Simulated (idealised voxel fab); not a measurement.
process module | voxel transistor to metal
cross-section cut | 210 nm wide | cells 5 nm
A cross-section is a grid of square cells, given in bands from the top down. A band is one or more rows of cells.
Each band's line starts with the height of the band's top and of its bottom, in nm. Then come its materials from left to right, each with its width in nm. One material with "throughout" fills the band from edge to edge. "air" is empty space.
Height 0 is the level under which the wafer as received is all one material. The lowest band goes on downwards, as in "0 down".
A width such as "30 to 40" changes by the same amount from each row of cells to the next, from the band's top row to its bottom row.
"no change" after a step means that no cell of the cross-section changed.
closed voids: empty space of 8 cells or more with no open way to the top, each as width x height at its distance from the left edge, in nm
after a step's settings: what the simulator itself notes on the step
overlay nm, on a step with a mask: how far to the right of its planned place the mask lay; to the left if negative
plan
1 op RECEIVE | material Si
2 op CONFORMAL_DEP | material SiO2 | thk nm 5
3 op CONFORMAL_DEP | material SiN | thk nm 15
4 op MASKED_ETCH | tone cover | mask id ACTIVE | width nm 100 | etch materials SiN | depth nm 15 | overlay nm 0
5 op MASKED_ETCH | tone cover | mask id ACTIVE | width nm 100 | etch materials SiO2 | depth nm 5 | overlay nm 0
6 op MASKED_ETCH | tone cover | mask id ACTIVE | width nm 100 | etch materials Si | depth nm 25 | overlay nm 0
7 op OXIDIZE | depth nm 5
8 op FILL_DEP | material SiO2 | thk nm 10
9 op CMP | height nm 20
10 op SELECTIVE_ETCH | etch materials SiO2 | depth nm 15
11 op STRIP | etch materials SiN
12 op SELECTIVE_ETCH | etch materials SiO2 | depth nm 5
13 op OXIDIZE | depth nm 5
14 op DIRECTIONAL_DEP | material polySi | thk nm 30
15 op DIRECTIONAL_DEP | material SiCN | thk nm 10
16 op MASKED_ETCH | tone cover | mask id GATE | width nm 20 | etch materials SiCN | depth nm 20 | overlay nm 0
17 op MASKED_ETCH | tone cover | mask id GATE | width nm 20 | etch materials polySi | depth nm 40 | overlay nm 0
18 op CONFORMAL_DEP | material SiO2 | thk nm 5
19 op DIRECTIONAL_ETCH | etch materials SiO2 | depth nm 5
20 op CONFORMAL_DEP | material SiN | thk nm 5
21 op DIRECTIONAL_ETCH | etch materials SiN | depth nm 5
22 op DIRECTIONAL_ETCH | etch materials SiO2 | depth nm 5
23 op DIRECTIONAL_ETCH | etch materials Si | depth nm 15
24 op EPI | material nSi | thk nm 20
25 op FILL_DEP | material SiO2 | thk nm 5
26 op CMP | height nm 40
27 op DIRECTIONAL_DEP | material SiO2 | thk nm 10
28 op DIRECTIONAL_DEP | material aC | thk nm 10
29 op PATTERN | tone open | mask id CONTACT | material resist | width nm 15 | pitch nm 75 | thk nm 25 | overlay nm 0
30 op DIRECTIONAL_ETCH | etch materials aC | depth nm 10
31 op STRIP | etch materials resist
32 op DIRECTIONAL_ETCH | etch materials SiO2 | depth nm 50
33 op STRIP | etch materials aC
34 op CONFORMAL_DEP | material TiN | thk nm 5
35 op FILL_DEP | material Ru | thk nm 5
36 op CMP | height nm 50
37 op CONFORMAL_DEP | material SiCN | thk nm 5
38 op DIRECTIONAL_DEP | material lowk | thk nm 20
39 op MASKED_ETCH | tone open | mask id METAL_1 | width nm 15 | pitch nm 75 | etch materials lowk | depth nm 20 | overlay nm 0
40 op MASKED_ETCH | tone open | mask id METAL_1 | width nm 15 | pitch nm 75 | etch materials SiCN | depth nm 5 | overlay nm 0
41 op CONFORMAL_DEP | material TiN | thk nm 5
42 op FILL_DEP | material Cu | thk nm 5
43 op CMP | height nm 75
44 op CONFORMAL_DEP | material SiCN | thk nm 5
as received, after step 1
  0 down: Si throughout
  closed voids: none
first wafer at the end, as planned
  80 to 75: SiCN throughout
  75 to 55: lowk 60 | TiN 5 | Cu 5 | TiN 5 | lowk 60 | TiN 5 | Cu 5 | TiN 5 | lowk 60
  55 to 50: SiCN 60 | TiN 15 | SiCN 60 | TiN 15 | SiCN 60
  50 to 40: SiO2 60 | TiN 5 | Ru 5 | TiN 5 | SiO2 60 | TiN 5 | Ru 5 | TiN 5 | SiO2 60
  40 to 30: SiO2 60 | TiN 5 | Ru 5 | TiN 5 | SiO2 10 | SiN 5 | SiO2 5 | SiCN 20 | SiO2 5 | SiN 5 | SiO2 10 | TiN 5 | Ru 5 | TiN 5 | SiO2 60
  30 to 20: SiO2 60 | TiN 5 | Ru 5 | TiN 5 | SiO2 10 | SiN 5 | SiO2 5 | polySi 20 | SiO2 5 | SiN 5 | SiO2 10 | TiN 5 | Ru 5 | TiN 5 | SiO2 60
  20 to 15: SiO2 60 | TiN 15 | SiO2 10 | SiN 5 | SiO2 5 | polySi 20 | SiO2 5 | SiN 5 | SiO2 10 | TiN 15 | SiO2 60
  15 to 0: SiO2 60 | TiN 5 | nSi 20 | SiN 5 | SiO2 5 | polySi 20 | SiO2 5 | SiN 5 | nSi 20 | TiN 5 | SiO2 60
  0 to -5: SiO2 55 | nSi 30 | SiO2 40 | nSi 30 | SiO2 55
  -5 to -20: SiO2 60 | nSi 25 | Si 40 | nSi 25 | SiO2 60
  -20 to -30: SiO2 60 | Si 90 | SiO2 60
  -30 down: Si throughout
  closed voids: none
second wafer at the end: like start, like plan, one mistake
  80 to 75: SiCN throughout
  75 to 55: lowk 60 | TiN 5 | Cu 5 | TiN 5 | lowk 60 | TiN 5 | Cu 5 | TiN 5 | lowk 60
  55 to 50: SiCN 60 | TiN 15 | SiCN 60 | TiN 15 | SiCN 60
  50 to 40: SiO2 60 | TiN 5 | Ru 5 | TiN 5 | SiO2 60 | TiN 5 | Ru 5 | TiN 5 | SiO2 60
  40 to 30: SiO2 60 | TiN 5 | Ru 5 | TiN 5 | SiO2 10 | SiN 5 | SiO2 5 | SiCN 20 | SiO2 5 | SiN 5 | SiO2 10 | TiN 5 | Ru 5 | TiN 5 | SiO2 60
  30 to 20: SiO2 60 | TiN 5 | Ru 5 | TiN 5 | SiO2 10 | SiN 5 | SiO2 5 | polySi 20 | SiO2 5 | SiN 5 | SiO2 10 | TiN 5 | Ru 5 | TiN 5 | SiO2 60
  20 to 15: SiO2 60 | TiN 15 | SiO2 10 | SiN 5 | SiO2 5 | polySi 20 | SiO2 5 | SiN 5 | SiO2 10 | TiN 15 | SiO2 60
  15 to 10: SiO2 60 | TiN 5 | nSi 20 | SiN 5 | SiO2 5 | polySi 20 | SiO2 5 | SiN 5 | nSi 20 | TiN 5 | SiO2 60
  10 to 0: SiO2 50 | nSi 35 | SiN 5 | SiO2 5 | polySi 20 | SiO2 5 | SiN 5 | nSi 35 | SiO2 50
  0 to -5: SiO2 50 | nSi 35 | SiO2 40 | nSi 35 | SiO2 50
  -5 to -10: SiO2 65 | nSi 20 | Si 40 | nSi 20 | SiO2 65
  -10 to -20: SiO2 60 | Si 5 | nSi 20 | Si 40 | nSi 20 | Si 5 | SiO2 60
  -20 to -30: SiO2 60 | Si 90 | SiO2 60
  -30 down: Si throughout
  closed voids: none
what went wrong: step 2 was left out
at the end the second wafer has, in cells: 4 more of Si | 8 fewer of SiO2 | 4 fewer of TiN | 8 more of nSi
